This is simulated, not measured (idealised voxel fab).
Process module, titled voxel self aligned contacts
The cross-section on display is named cut; it measures 280 nm wide, and its cells are 5 nm squares.
How to read a cross-section here: the picture is a grid of square cells, written as bands going from the top down, and any band can span one or more rows of cells.
Top height, bottom height, nm. Materials left to right, width each, nm. Single material + "full width" = fills band edge to edge. "air" = empty.
Height reference: 0 = level under which incoming wafer is all one material. Lowest band: no bottom, runs on downward, e.g. "0..down".
When a width is written as two numbers, as in "30..40", the first number is the width in the top row of cells of the band and the second is the width in its bottom row, and the width changes by the same amount from each row to the next.
"nothing got changed", as given for a step, is the statement that not any cell of the cross-section underwent a change during that step.
Voids not open to the top, 8 cells minimum: see "Closed void table". Written width x height at distance; distance is from the left edge; nm.
That trailing text on a step's line, after the settings, is the simulator's own remark on the step.
The "overlay nm" setting may appear on a step's line; for a step that uses a mask, it gives how far to the right of its planned position the mask lay, and a negative value indicates the left.
Quick note on how to read the rest: it's all pairs. You get the cross-section before a process step and the one after, but the after one only goes down as far as the lowest band that changed. The step in between, with its settings, sits under the pair. Heads up, the pairs can come from different runs of this module on the same starting wafer, so don't assume a pair picks up from the one above unless its "State before step" entry says it does.
# State before step
> 55..35 = air=50 / SiN=35 / air=35 / SiN=35 / air=35 / SiN=35 / air=55
> 35..10 = air=50 / polySi=35 / air=35 / polySi=35 / air=35 / polySi=35 / air=55
> 10..5 = polySi full width
> 5..0 = SiO2 full width
> 0..down = Si full width
> Closed void table: none
# Sectional View, Post-Process
> 60..35 = air=45 / SiN=45 / air=25 / SiN=45 / air=25 / SiN=45 / air=50
> 35..15 = air=45 / SiN=5 / polySi=35 / SiN=5 / air=25 / SiN=5 / polySi=35 / SiN=5 / air=25 / SiN=5 / polySi=35 / SiN=5 / air=50
> 15..10 = SiN=50 / polySi=35 / SiN=35 / polySi=35 / SiN=35 / polySi=35 / SiN=55
> Heights below 10 show no change.
> Closed void table: none
Step, pre vs post cross-sections above: CONFORMAL_DEP, material SiN, thk nm 5
State before step: starting point is the after cross-section of the pair just above.
# Sectional View, Post-Process
> 55..35 = air=45 / SiN=45 / air=25 / SiN=45 / air=25 / SiN=45 / air=50
> 35..10 = air=45 / SiN=5 / polySi=35 / SiN=5 / air=25 / SiN=5 / polySi=35 / SiN=5 / air=25 / SiN=5 / polySi=35 / SiN=5 / air=50
> Heights below 10 show no change.
> Closed void table: none
Step, pre vs post cross-sections above: DIRECTIONAL_ETCH, etch materials SiN, depth nm 5
State before step: starting point is the after cross-section of the pair just above.
# Sectional View, Post-Process
> 65..55 = SiO2 full width
> 55..35 = SiO2=45 / SiN=45 / SiO2=25 / SiN=45 / SiO2=25 / SiN=45 / SiO2=50
> 35..10 = SiO2=45 / SiN=5 / polySi=35 / SiN=5 / SiO2=25 / SiN=5 / polySi=35 / SiN=5 / SiO2=25 / SiN=5 / polySi=35 / SiN=5 / SiO2=50
> Heights below 10 show no change.
> Closed void table: none
Step, pre vs post cross-sections above: FILL_DEP, material SiO2, thk nm 10
State before step: starting point is the after cross-section of the pair just above.
# Sectional View, Post-Process
> 55..35 = SiO2=45 / SiN=45 / SiO2=25 / SiN=45 / SiO2=25 / SiN=45 / SiO2=50
> Heights below 35 show no change.
> Closed void table: none
Step, pre vs post cross-sections above: CMP, height nm 55
State before step: starting point is the after cross-section of the pair just above.
# Sectional View, Post-Process
> 65..55 = aC full width
> Heights below 55 show no change.
> Closed void table: none
Step, pre vs post cross-sections above: DIRECTIONAL_DEP, material aC, thk nm 10
State before step: starting point is the after cross-section of the pair just above.
# Sectional View, Post-Process
> 90..65 = resist=75 / air=55 / resist=15 / air=55 / resist=80
> Heights below 65 show no change.
> Closed void table: none
Step, pre vs post cross-sections above: PATTERN, tone open, mask id CONTACT, material resist, width nm 55, pitch nm 70, thk nm 25, overlay nm 0
State before step: starting point is the after cross-section of the pair just above.
# Sectional View, Post-Process
> 80..65 = resist=75 / air=55 / resist=15 / air=55 / resist=80
> 65..55 = aC=75 / air=55 / aC=15 / air=55 / aC=80
> Heights below 55 show no change.
> Closed void table: none
Step, pre vs post cross-sections above: DIRECTIONAL_ETCH, etch materials aC, depth nm 10
State before step: starting point is the after cross-section of the pair just above.
# Sectional View, Post-Process
> 65..55 = aC=75 / air=55 / aC=15 / air=55 / aC=80
> Heights below 55 show no change.
> Closed void table: none
Step, pre vs post cross-sections above: STRIP, etch materials resist
State before step: starting point is the after cross-section of the pair just above.
# Sectional View, Post-Process
> 65..55 = aC=75 / air=55 / aC=15 / air=55 / aC=80
> 55..35 = SiO2=45 / SiN=45 / air=25 / SiN=45 / air=25 / SiN=45 / SiO2=50
> 35..10 = SiO2=45 / SiN=5 / polySi=35 / SiN=5 / air=25 / SiN=5 / polySi=35 / SiN=5 / air=25 / SiN=5 / polySi=35 / SiN=5 / SiO2=50
> Heights below 10 show no change.
> Closed void table: none
Step, pre vs post cross-sections above: DIRECTIONAL_ETCH, etch materials SiO2, depth nm 55
State before step: starting point is the after cross-section of the pair just above.
# Sectional View, Post-Process
> 55..35 = SiO2=45 / SiN=45 / air=25 / SiN=45 / air=25 / SiN=45 / SiO2=50
> Heights below 35 show no change.
> Closed void table: none
Step, pre vs post cross-sections above: STRIP, etch materials aC
State before step: starting point is the after cross-section of the pair just above.
# Sectional View, Post-Process
> 60..55 = TiN=95 / air=15 / TiN=55 / air=15 / TiN=100
> 55..35 = SiO2=45 / SiN=45 / TiN=5 / air=15 / TiN=5 / SiN=45 / TiN=5 / air=15 / TiN=5 / SiN=45 / SiO2=50
> 35..15 = SiO2=45 / SiN=5 / polySi=35 / SiN=5 / TiN=5 / air=15 / TiN=5 / SiN=5 / polySi=35 / SiN=5 / TiN=5 / air=15 / TiN=5 / SiN=5 / polySi=35 / SiN=5 / SiO2=50
> 15..10 = SiO2=45 / SiN=5 / polySi=35 / SiN=5 / TiN=25 / SiN=5 / polySi=35 / SiN=5 / TiN=25 / SiN=5 / polySi=35 / SiN=5 / SiO2=50
> Heights below 10 show no change.
> Closed void table: none
Step, pre vs post cross-sections above: CONFORMAL_DEP, material TiN, thk nm 5
State before step: starting point is the after cross-section of the pair just above.
# Sectional View, Post-Process
> 70..60 = Ru full width
> 60..55 = TiN=95 / Ru=15 / TiN=55 / Ru=15 / TiN=100
> 55..35 = SiO2=45 / SiN=45 / TiN=5 / Ru=15 / TiN=5 / SiN=45 / TiN=5 / Ru=15 / TiN=5 / SiN=45 / SiO2=50
> 35..15 = SiO2=45 / SiN=5 / polySi=35 / SiN=5 / TiN=5 / Ru=15 / TiN=5 / SiN=5 / polySi=35 / SiN=5 / TiN=5 / Ru=15 / TiN=5 / SiN=5 / polySi=35 / SiN=5 / SiO2=50
> Heights below 15 show no change.
> Closed void table: none
Step, pre vs post cross-sections above: FILL_DEP, material Ru, thk nm 10
State before step: starting point is the after cross-section of the pair just above.
# Sectional View, Post-Process
> 55..35 = SiO2=45 / SiN=45 / TiN=5 / Ru=15 / TiN=5 / SiN=45 / TiN=5 / Ru=15 / TiN=5 / SiN=45 / SiO2=50
> Heights below 35 show no change.
> Closed void table: none
Step, pre vs post cross-sections above: CMP, height nm 55
State before step: starting point is the after cross-section of the pair just above.
# Sectional View, Post-Process
> 60..55 = SiN full width
> Heights below 55 show no change.
> Closed void table: none
Step, pre vs post cross-sections above: CONFORMAL_DEP, material SiN, thk nm 5
# State before step
> 60..50 = aC full width
> 50..30 = SiN full width
> 30..5 = polySi full width
> 5..0 = SiO2 full width
> 0..down = Si full width
> Closed void table: none
# Sectional View, Post-Process
> 85..60 = air=55 / resist=25 / air=45 / resist=25 / air=45 / resist=25 / air=60
> Heights below 60 show no change.
> Closed void table: none
Step, pre vs post cross-sections above: PATTERN, tone cover, mask id GATE, material resist, width nm 25, pitch nm 70, thk nm 25, overlay nm 0
State before step: starting point is the after cross-section of the pair just above.
# Sectional View, Post-Process
> 75..60 = air=55 / resist=25 / air=45 / resist=25 / air=45 / resist=25 / air=60
> 60..50 = air=55 / aC=25 / air=45 / aC=25 / air=45 / aC=25 / air=60
> Heights below 50 show no change.
> Closed void table: none
Step, pre vs post cross-sections above: DIRECTIONAL_ETCH, etch materials aC, depth nm 10
State before step: starting point is the after cross-section of the pair just above.
# Sectional View, Post-Process
> 60..50 = air=55 / aC=25 / air=45 / aC=25 / air=45 / aC=25 / air=60
> Heights below 50 show no change.
> Closed void table: none
Step, pre vs post cross-sections above: STRIP, etch materials resist
State before step: starting point is the after cross-section of the pair just above.
# Sectional View, Post-Process
> 60..50 = air=55 / aC=25 / air=45 / aC=25 / air=45 / aC=25 / air=60
> 50..30 = air=55 / SiN=25 / air=45 / SiN=25 / air=45 / SiN=25 / air=60
> Heights below 30 show no change.
> Closed void table: none
Step, pre vs post cross-sections above: DIRECTIONAL_ETCH, etch materials SiN, depth nm 20
State before step: starting point is the after cross-section of the pair just above.
# Sectional View, Post-Process
> 60..50 = air=55 / aC=25 / air=45 / aC=25 / air=45 / aC=25 / air=60
> 50..30 = air=55 / SiN=25 / air=45 / SiN=25 / air=45 / SiN=25 / air=60
> 30..5 = air=55 / polySi=25 / air=45 / polySi=25 / air=45 / polySi=25 / air=60
> Heights below 5 show no change.
> Closed void table: none
Step, pre vs post cross-sections above: DIRECTIONAL_ETCH, etch materials polySi, depth nm 25
State before step: starting point is the after cross-section of the pair just above.
# Sectional View, Post-Process
> 50..30 = air=55 / SiN=25 / air=45 / SiN=25 / air=45 / SiN=25 / air=60
> Heights below 30 show no change.
> Closed void table: none
Step, pre vs post cross-sections above: STRIP, etch materials aC
State before step: starting point is the after cross-section of the pair just above.
# Sectional View, Post-Process
> 55..30 = air=50 / SiN=35 / air=35 / SiN=35 / air=35 / SiN=35 / air=55
> 30..10 = air=50 / SiN=5 / polySi=25 / SiN=5 / air=35 / SiN=5 / polySi=25 / SiN=5 / air=35 / SiN=5 / polySi=25 / SiN=5 / air=55
> 10..5 = SiN=55 / polySi=25 / SiN=45 / polySi=25 / SiN=45 / polySi=25 / SiN=60
> Heights below 5 show no change.
> Closed void table: none
Step, pre vs post cross-sections above: CONFORMAL_DEP, material SiN, thk nm 5
State before step: starting point is the after cross-section of the pair just above.
# Sectional View, Post-Process
> 50..30 = air=50 / SiN=35 / air=35 / SiN=35 / air=35 / SiN=35 / air=55
> 30..5 = air=50 / SiN=5 / polySi=25 / SiN=5 / air=35 / SiN=5 / polySi=25 / SiN=5 / air=35 / SiN=5 / polySi=25 / SiN=5 / air=55
> Heights below 5 show no change.
> Closed void table: none
Step, pre vs post cross-sections above: DIRECTIONAL_ETCH, etch materials SiN, depth nm 5
State before step: starting point is the after cross-section of the pair just above.
# Sectional View, Post-Process
> 60..50 = SiO2 full width
> 50..30 = SiO2=50 / SiN=35 / SiO2=35 / SiN=35 / SiO2=35 / SiN=35 / SiO2=55
> 30..5 = SiO2=50 / SiN=5 / polySi=25 / SiN=5 / SiO2=35 / SiN=5 / polySi=25 / SiN=5 / SiO2=35 / SiN=5 / polySi=25 / SiN=5 / SiO2=55
> Heights below 5 show no change.
> Closed void table: none
Step, pre vs post cross-sections above: FILL_DEP, material SiO2, thk nm 10
State before step: starting point is the after cross-section of the pair just above.
# Sectional View, Post-Process
> 55..50 = SiO2 full width
> Heights below 50 show no change.
> Closed void table: none
Step, pre vs post cross-sections above: CMP, height nm 55
State before step: starting point is the after cross-section of the pair just above.
# Sectional View, Post-Process
> 65..55 = aC full width
> Heights below 55 show no change.
> Closed void table: none
Step, pre vs post cross-sections above: DIRECTIONAL_DEP, material aC, thk nm 10
State before step: starting point is the after cross-section of the pair just above.
# Sectional View, Post-Process
> 90..65 = resist=75 / air=55 / resist=15 / air=55 / resist=80
> Heights below 65 show no change.
> Closed void table: none
Step, pre vs post cross-sections above: PATTERN, tone open, mask id CONTACT, material resist, width nm 55, pitch nm 70, thk nm 25, overlay nm 0
State before step: starting point is the after cross-section of the pair just above.
# Sectional View, Post-Process
> 80..65 = resist=75 / air=55 / resist=15 / air=55 / resist=80
> 65..55 = aC=75 / air=55 / aC=15 / air=55 / aC=80
> Heights below 55 show no change.
> Closed void table: none
Step, pre vs post cross-sections above: DIRECTIONAL_ETCH, etch materials aC, depth nm 10
State before step: starting point is the after cross-section of the pair just above.
# Sectional View, Post-Process
> 65..55 = aC=75 / air=55 / aC=15 / air=55 / aC=80
> Heights below 55 show no change.
> Closed void table: none
Step, pre vs post cross-sections above: STRIP, etch materials resist
State before step: starting point is the after cross-section of the pair just above.
# Sectional View, Post-Process
> 65..55 = aC=75 / air=55 / aC=15 / air=55 / aC=80
> 55..50 = SiO2=75 / air=55 / SiO2=15 / air=55 / SiO2=80
> 50..30 = SiO2=50 / SiN=35 / air=35 / SiN=35 / air=35 / SiN=35 / SiO2=55
> 30..5 = SiO2=50 / SiN=5 / polySi=25 / SiN=5 / air=35 / SiN=5 / polySi=25 / SiN=5 / air=35 / SiN=5 / polySi=25 / SiN=5 / SiO2=55
> 5..0 = SiO2=85 / air=35 / SiO2=35 / air=35 / SiO2=90
> Heights below 0 show no change.
> Closed void table: none
Step, pre vs post cross-sections above: DIRECTIONAL_ETCH, etch materials SiO2, depth nm 55
State before step: starting point is the after cross-section of the pair just above.
# Sectional View, Post-Process
> 55..50 = SiO2=75 / air=55 / SiO2=15 / air=55 / SiO2=80
> Heights below 50 show no change.
> Closed void table: none
Step, pre vs post cross-sections above: STRIP, etch materials aC
State before step: starting point is the after cross-section of the pair just above.
# Sectional View, Post-Process
> 60..55 = TiN=80 / air=45 / TiN=25 / air=45 / TiN=85
> 55..50 = SiO2=75 / TiN=15 / air=25 / TiN=15 / SiO2=15 / TiN=15 / air=25 / TiN=15 / SiO2=80
> 50..30 = SiO2=50 / SiN=35 / TiN=5 / air=25 / TiN=5 / SiN=35 / TiN=5 / air=25 / TiN=5 / SiN=35 / SiO2=55
> 30..5 = SiO2=50 / SiN=5 / polySi=25 / SiN=5 / TiN=5 / air=25 / TiN=5 / SiN=5 / polySi=25 / SiN=5 / TiN=5 / air=25 / TiN=5 / SiN=5 / polySi=25 / SiN=5 / SiO2=55
> 5..0 = SiO2=85 / TiN=35 / SiO2=35 / TiN=35 / SiO2=90
> Heights below 0 show no change.
> Closed void table: none
Step, pre vs post cross-sections above: CONFORMAL_DEP, material TiN, thk nm 5
State before step: starting point is the after cross-section of the pair just above.
# Sectional View, Post-Process
> 70..60 = Ru full width
> 60..55 = TiN=80 / Ru=45 / TiN=25 / Ru=45 / TiN=85
> 55..50 = SiO2=75 / TiN=15 / Ru=25 / TiN=15 / SiO2=15 / TiN=15 / Ru=25 / TiN=15 / SiO2=80
> 50..30 = SiO2=50 / SiN=35 / TiN=5 / Ru=25 / TiN=5 / SiN=35 / TiN=5 / Ru=25 / TiN=5 / SiN=35 / SiO2=55
> 30..5 = SiO2=50 / SiN=5 / polySi=25 / SiN=5 / TiN=5 / Ru=25 / TiN=5 / SiN=5 / polySi=25 / SiN=5 / TiN=5 / Ru=25 / TiN=5 / SiN=5 / polySi=25 / SiN=5 / SiO2=55
> Heights below 5 show no change.
> Closed void table: none
Step, pre vs post cross-sections above: FILL_DEP, material Ru, thk nm 10
State before step: starting point is the after cross-section of the pair just above.
# Sectional View, Post-Process
> 55..50 = SiO2=75 / TiN=15 / Ru=25 / TiN=15 / SiO2=15 / TiN=15 / Ru=25 / TiN=15 / SiO2=80
> Heights below 50 show no change.
> Closed void table: none
Step, pre vs post cross-sections above: CMP, height nm 55
State before step: starting point is the after cross-section of the pair just above.
# Sectional View, Post-Process
> 60..55 = SiN full width
> Heights below 55 show no change.
> Closed void table: none
Step, pre vs post cross-sections above: CONFORMAL_DEP, material SiN, thk nm 5
# State before step
> 60..50 = aC full width
> 50..30 = SiN full width
> 30..5 = polySi full width
> 5..0 = SiO2 full width
> 0..down = Si full width
> Closed void table: none
# Sectional View, Post-Process
> 85..60 = air=45 / resist=35 / air=35 / resist=35 / air=35 / resist=35 / air=60
> Heights below 60 show no change.
> Closed void table: none
Step, pre vs post cross-sections above: PATTERN, tone cover, mask id GATE, material resist, width nm 35, pitch nm 70, thk nm 25, overlay nm -5
State before step: starting point is the after cross-section of the pair just above.
# Sectional View, Post-Process
> 75..60 = air=45 / resist=35 / air=35 / resist=35 / air=35 / resist=35 / air=60
> 60..50 = air=45 / aC=35 / air=35 / aC=35 / air=35 / aC=35 / air=60
> Heights below 50 show no change.
> Closed void table: none
Step, pre vs post cross-sections above: DIRECTIONAL_ETCH, etch materials aC, depth nm 10
State before step: starting point is the after cross-section of the pair just above.
# Sectional View, Post-Process
> 60..50 = air=45 / aC=35 / air=35 / aC=35 / air=35 / aC=35 / air=60
> Heights below 50 show no change.
> Closed void table: none
Step, pre vs post cross-sections above: STRIP, etch materials resist
State before step: starting point is the after cross-section of the pair just above.
# Sectional View, Post-Process
> 60..50 = air=45 / aC=35 / air=35 / aC=35 / air=35 / aC=35 / air=60
> 50..30 = air=45 / SiN=35 / air=35 / SiN=35 / air=35 / SiN=35 / air=60
> Heights below 30 show no change.
> Closed void table: none
Step, pre vs post cross-sections above: DIRECTIONAL_ETCH, etch materials SiN, depth nm 20
State before step: starting point is the after cross-section of the pair just above.
# Sectional View, Post-Process
> 60..50 = air=45 / aC=35 / air=35 / aC=35 / air=35 / aC=35 / air=60
> 50..30 = air=45 / SiN=35 / air=35 / SiN=35 / air=35 / SiN=35 / air=60
> 30..5 = air=45 / polySi=35 / air=35 / polySi=35 / air=35 / polySi=35 / air=60
> Heights below 5 show no change.
> Closed void table: none
Step, pre vs post cross-sections above: DIRECTIONAL_ETCH, etch materials polySi, depth nm 25
State before step: starting point is the after cross-section of the pair just above.
# Sectional View, Post-Process
> 50..30 = air=45 / SiN=35 / air=35 / SiN=35 / air=35 / SiN=35 / air=60
> Heights below 30 show no change.
> Closed void table: none
Step, pre vs post cross-sections above: STRIP, etch materials aC
State before step: starting point is the after cross-section of the pair just above.
# Sectional View, Post-Process
> 55..30 = air=40 / SiN=45 / air=25 / SiN=45 / air=25 / SiN=45 / air=55
> 30..10 = air=40 / SiN=5 / polySi=35 / SiN=5 / air=25 / SiN=5 / polySi=35 / SiN=5 / air=25 / SiN=5 / polySi=35 / SiN=5 / air=55
> 10..5 = SiN=45 / polySi=35 / SiN=35 / polySi=35 / SiN=35 / polySi=35 / SiN=60
> Heights below 5 show no change.
> Closed void table: none
Step, pre vs post cross-sections above: CONFORMAL_DEP, material SiN, thk nm 5
State before step: starting point is the after cross-section of the pair just above.
# Sectional View, Post-Process
> 50..30 = air=40 / SiN=45 / air=25 / SiN=45 / air=25 / SiN=45 / air=55
> 30..5 = air=40 / SiN=5 / polySi=35 / SiN=5 / air=25 / SiN=5 / polySi=35 / SiN=5 / air=25 / SiN=5 / polySi=35 / SiN=5 / air=55
> Heights below 5 show no change.
> Closed void table: none
Step, pre vs post cross-sections above: DIRECTIONAL_ETCH, etch materials SiN, depth nm 5
State before step: starting point is the after cross-section of the pair just above.
# Sectional View, Post-Process
> 60..50 = SiO2 full width
> 50..30 = SiO2=40 / SiN=45 / SiO2=25 / SiN=45 / SiO2=25 / SiN=45 / SiO2=55
> 30..5 = SiO2=40 / SiN=5 / polySi=35 / SiN=5 / SiO2=25 / SiN=5 / polySi=35 / SiN=5 / SiO2=25 / SiN=5 / polySi=35 / SiN=5 / SiO2=55
> Heights below 5 show no change.
> Closed void table: none
Step, pre vs post cross-sections above: FILL_DEP, material SiO2, thk nm 10
State before step: starting point is the after cross-section of the pair just above.
# Sectional View, Post-Process
> 55..50 = SiO2 full width
> Heights below 50 show no change.
> Closed void table: none
Step, pre vs post cross-sections above: CMP, height nm 55
State before step: starting point is the after cross-section of the pair just above.
# Sectional View, Post-Process
> 65..55 = aC full width
> Heights below 55 show no change.
> Closed void table: none
Step, pre vs post cross-sections above: DIRECTIONAL_DEP, material aC, thk nm 10
State before step: starting point is the after cross-section of the pair just above.
# Sectional View, Post-Process
> 90..65 = resist=75 / air=55 / resist=15 / air=55 / resist=80
> Heights below 65 show no change.
> Closed void table: none
Step, pre vs post cross-sections above: PATTERN, tone open, mask id CONTACT, material resist, width nm 55, pitch nm 70, thk nm 25, overlay nm 0
State before step: starting point is the after cross-section of the pair just above.
# Sectional View, Post-Process
> 80..65 = resist=75 / air=55 / resist=15 / air=55 / resist=80
> 65..55 = aC=75 / air=55 / aC=15 / air=55 / aC=80
> Heights below 55 show no change.
> Closed void table: none
Step, pre vs post cross-sections above: DIRECTIONAL_ETCH, etch materials aC, depth nm 10
State before step: starting point is the after cross-section of the pair just above.
# Sectional View, Post-Process
> 65..55 = aC=75 / air=55 / aC=15 / air=55 / aC=80
> Heights below 55 show no change.
> Closed void table: none
Step, pre vs post cross-sections above: STRIP, etch materials resist
State before step: starting point is the after cross-section of the pair just above.
# Sectional View, Post-Process
> 65..55 = aC=75 / air=55 / aC=15 / air=55 / aC=80
> 55..50 = SiO2=75 / air=55 / SiO2=15 / air=55 / SiO2=80
> 50..30 = SiO2=40 / SiN=45 / air=25 / SiN=45 / air=25 / SiN=45 / SiO2=55
> 30..5 = SiO2=40 / SiN=5 / polySi=35 / SiN=5 / air=25 / SiN=5 / polySi=35 / SiN=5 / air=25 / SiN=5 / polySi=35 / SiN=5 / SiO2=55
> 5..0 = SiO2=85 / air=25 / SiO2=45 / air=25 / SiO2=100
> Heights below 0 show no change.
> Closed void table: none
Step, pre vs post cross-sections above: DIRECTIONAL_ETCH, etch materials SiO2, depth nm 55
State before step: starting point is the after cross-section of the pair just above.
# Sectional View, Post-Process
> 55..50 = SiO2=75 / air=55 / SiO2=15 / air=55 / SiO2=80
> Heights below 50 show no change.
> Closed void table: none
Step, pre vs post cross-sections above: STRIP, etch materials aC
State before step: starting point is the after cross-section of the pair just above.
# Sectional View, Post-Process
> 60..55 = TiN=80 / air=45 / TiN=25 / air=45 / TiN=85
> 55..50 = SiO2=75 / TiN=15 / air=15 / TiN=25 / SiO2=15 / TiN=15 / air=15 / TiN=25 / SiO2=80
> 50..30 = SiO2=40 / SiN=45 / TiN=5 / air=15 / TiN=5 / SiN=45 / TiN=5 / air=15 / TiN=5 / SiN=45 / SiO2=55
> 30..5 = SiO2=40 / SiN=5 / polySi=35 / SiN=5 / TiN=5 / air=15 / TiN=5 / SiN=5 / polySi=35 / SiN=5 / TiN=5 / air=15 / TiN=5 / SiN=5 / polySi=35 / SiN=5 / SiO2=55
> 5..0 = SiO2=85 / TiN=25 / SiO2=45 / TiN=25 / SiO2=100
> Heights below 0 show no change.
> Closed void table: none
Step, pre vs post cross-sections above: CONFORMAL_DEP, material TiN, thk nm 5
State before step: starting point is the after cross-section of the pair just above.
# Sectional View, Post-Process
> 70..60 = Ru full width
> 60..55 = TiN=80 / Ru=45 / TiN=25 / Ru=45 / TiN=85
> 55..50 = SiO2=75 / TiN=15 / Ru=15 / TiN=25 / SiO2=15 / TiN=15 / Ru=15 / TiN=25 / SiO2=80
> 50..30 = SiO2=40 / SiN=45 / TiN=5 / Ru=15 / TiN=5 / SiN=45 / TiN=5 / Ru=15 / TiN=5 / SiN=45 / SiO2=55
> 30..5 = SiO2=40 / SiN=5 / polySi=35 / SiN=5 / TiN=5 / Ru=15 / TiN=5 / SiN=5 / polySi=35 / SiN=5 / TiN=5 / Ru=15 / TiN=5 / SiN=5 / polySi=35 / SiN=5 / SiO2=55
> Heights below 5 show no change.
> Closed void table: none
Step, pre vs post cross-sections above: FILL_DEP, material Ru, thk nm 10
State before step: starting point is the after cross-section of the pair just above.
# Sectional View, Post-Process
> 55..50 = SiO2=75 / TiN=15 / Ru=15 / TiN=25 / SiO2=15 / TiN=15 / Ru=15 / TiN=25 / SiO2=80
> Heights below 50 show no change.
> Closed void table: none
Step, pre vs post cross-sections above: CMP, height nm 55
State before step: starting point is the after cross-section of the pair just above.
# Sectional View, Post-Process
> 60..55 = SiN full width
> Heights below 55 show no change.
> Closed void table: none
Step, pre vs post cross-sections above: CONFORMAL_DEP, material SiN, thk nm 5
# State before step
> 60..55 = TiN=80 / air=45 / TiN=25 / air=45 / TiN=85
> 55..50 = SiO2=75 / TiN=20 / air=15 / TiN=20 / SiO2=15 / TiN=20 / air=15 / TiN=20 / SiO2=80
> 50..30 = SiO2=45 / SiN=45 / TiN=5 / air=15 / TiN=5 / SiN=45 / TiN=5 / air=15 / TiN=5 / SiN=45 / SiO2=50
> 30..5 = SiO2=45 / SiN=5 / polySi=35 / SiN=5 / TiN=5 / air=15 / TiN=5 / SiN=5 / polySi=35 / SiN=5 / TiN=5 / air=15 / TiN=5 / SiN=5 / polySi=35 / SiN=5 / SiO2=50
> 5..0 = SiO2=90 / TiN=25 / SiO2=45 / TiN=25 / SiO2=95
> 0..down = Si full width
> Closed void table: none
# Sectional View, Post-Process
> 70..60 = SiO2 full width
> 60..55 = TiN=80 / SiO2=45 / TiN=25 / SiO2=45 / TiN=85
> 55..50 = SiO2=75 / TiN=20 / SiO2=15 / TiN=20 / SiO2=15 / TiN=20 / SiO2=15 / TiN=20 / SiO2=80
> 50..30 = SiO2=45 / SiN=45 / TiN=5 / SiO2=15 / TiN=5 / SiN=45 / TiN=5 / SiO2=15 / TiN=5 / SiN=45 / SiO2=50
> 30..5 = SiO2=45 / SiN=5 / polySi=35 / SiN=5 / TiN=5 / SiO2=15 / TiN=5 / SiN=5 / polySi=35 / SiN=5 / TiN=5 / SiO2=15 / TiN=5 / SiN=5 / polySi=35 / SiN=5 / SiO2=50
> Heights below 5 show no change.
> Closed void table: none
Step, pre vs post cross-sections above: FILL_DEP, material SiO2, thk nm 10
State before step: starting point is the after cross-section of the pair just above.
# Sectional View, Post-Process
> 55..50 = SiO2=75 / TiN=20 / SiO2=15 / TiN=20 / SiO2=15 / TiN=20 / SiO2=15 / TiN=20 / SiO2=80
> Heights below 50 show no change.
> Closed void table: none
Step, pre vs post cross-sections above: CMP, height nm 55
State before step: starting point is the after cross-section of the pair just above.
# Sectional View, Post-Process
> 60..55 = SiN full width
> Heights below 55 show no change.
> Closed void table: none
Step, pre vs post cross-sections above: CONFORMAL_DEP, material SiN, thk nm 5
# State before step
> 60..50 = aC full width
> 50..30 = SiN full width
> 30..5 = polySi full width
> 5..0 = SiO2 full width
> 0..down = Si full width
> Closed void table: none
# Sectional View, Post-Process
> 85..60 = resist=50 / air=35 / resist=35 / air=35 / resist=35 / air=35 / resist=55
> Heights below 60 show no change.
> Closed void table: none
Step, pre vs post cross-sections above: PATTERN, tone open, mask id GATE, material resist, width nm 35, pitch nm 70, thk nm 25, overlay nm 0
State before step: starting point is the after cross-section of the pair just above.
# Sectional View, Post-Process
> 75..60 = resist=50 / air=35 / resist=35 / air=35 / resist=35 / air=35 / resist=55
> 60..50 = aC=50 / air=35 / aC=35 / air=35 / aC=35 / air=35 / aC=55
> Heights below 50 show no change.
> Closed void table: none
Step, pre vs post cross-sections above: DIRECTIONAL_ETCH, etch materials aC, depth nm 10
State before step: starting point is the after cross-section of the pair just above.
# Sectional View, Post-Process
> 60..50 = aC=50 / air=35 / aC=35 / air=35 / aC=35 / air=35 / aC=55
> Heights below 50 show no change.
> Closed void table: none
Step, pre vs post cross-sections above: STRIP, etch materials resist
State before step: starting point is the after cross-section of the pair just above.
# Sectional View, Post-Process
> 60..50 = aC=50 / air=35 / aC=35 / air=35 / aC=35 / air=35 / aC=55
> 50..30 = SiN=50 / air=35 / SiN=35 / air=35 / SiN=35 / air=35 / SiN=55
> Heights below 30 show no change.
> Closed void table: none
Step, pre vs post cross-sections above: DIRECTIONAL_ETCH, etch materials SiN, depth nm 20
State before step: starting point is the after cross-section of the pair just above.
# Sectional View, Post-Process
> 60..50 = aC=50 / air=35 / aC=35 / air=35 / aC=35 / air=35 / aC=55
> 50..30 = SiN=50 / air=35 / SiN=35 / air=35 / SiN=35 / air=35 / SiN=55
> 30..5 = polySi=50 / air=35 / polySi=35 / air=35 / polySi=35 / air=35 / polySi=55
> Heights below 5 show no change.
> Closed void table: none
Step, pre vs post cross-sections above: DIRECTIONAL_ETCH, etch materials polySi, depth nm 25
State before step: starting point is the after cross-section of the pair just above.
# Sectional View, Post-Process
> 50..30 = SiN=50 / air=35 / SiN=35 / air=35 / SiN=35 / air=35 / SiN=55
> Heights below 30 show no change.
> Closed void table: none
Step, pre vs post cross-sections above: STRIP, etch materials aC
State before step: starting point is the after cross-section of the pair just above.
# Sectional View, Post-Process
> 55..30 = SiN=55 / air=25 / SiN=45 / air=25 / SiN=45 / air=25 / SiN=60
> 30..10 = polySi=50 / SiN=5 / air=25 / SiN=5 / polySi=35 / SiN=5 / air=25 / SiN=5 / polySi=35 / SiN=5 / air=25 / SiN=5 / polySi=55
> 10..5 = polySi=50 / SiN=35 / polySi=35 / SiN=35 / polySi=35 / SiN=35 / polySi=55
> Heights below 5 show no change.
> Closed void table: none
Step, pre vs post cross-sections above: CONFORMAL_DEP, material SiN, thk nm 5
State before step: starting point is the after cross-section of the pair just above.
# Sectional View, Post-Process
> 50..30 = SiN=55 / air=25 / SiN=45 / air=25 / SiN=45 / air=25 / SiN=60
> 30..5 = polySi=50 / SiN=5 / air=25 / SiN=5 / polySi=35 / SiN=5 / air=25 / SiN=5 / polySi=35 / SiN=5 / air=25 / SiN=5 / polySi=55
> Heights below 5 show no change.
> Closed void table: none
Step, pre vs post cross-sections above: DIRECTIONAL_ETCH, etch materials SiN, depth nm 5
State before step: starting point is the after cross-section of the pair just above.
# Sectional View, Post-Process
> 60..50 = SiO2 full width
> 50..30 = SiN=55 / SiO2=25 / SiN=45 / SiO2=25 / SiN=45 / SiO2=25 / SiN=60
> 30..5 = polySi=50 / SiN=5 / SiO2=25 / SiN=5 / polySi=35 / SiN=5 / SiO2=25 / SiN=5 / polySi=35 / SiN=5 / SiO2=25 / SiN=5 / polySi=55
> Heights below 5 show no change.
> Closed void table: none
Step, pre vs post cross-sections above: FILL_DEP, material SiO2, thk nm 10
State before step: starting point is the after cross-section of the pair just above.
# Sectional View, Post-Process
> 55..50 = SiO2 full width
> Heights below 50 show no change.
> Closed void table: none
Step, pre vs post cross-sections above: CMP, height nm 55
State before step: starting point is the after cross-section of the pair just above.
# Sectional View, Post-Process
> 65..55 = aC full width
> Heights below 55 show no change.
> Closed void table: none
Step, pre vs post cross-sections above: DIRECTIONAL_DEP, material aC, thk nm 10
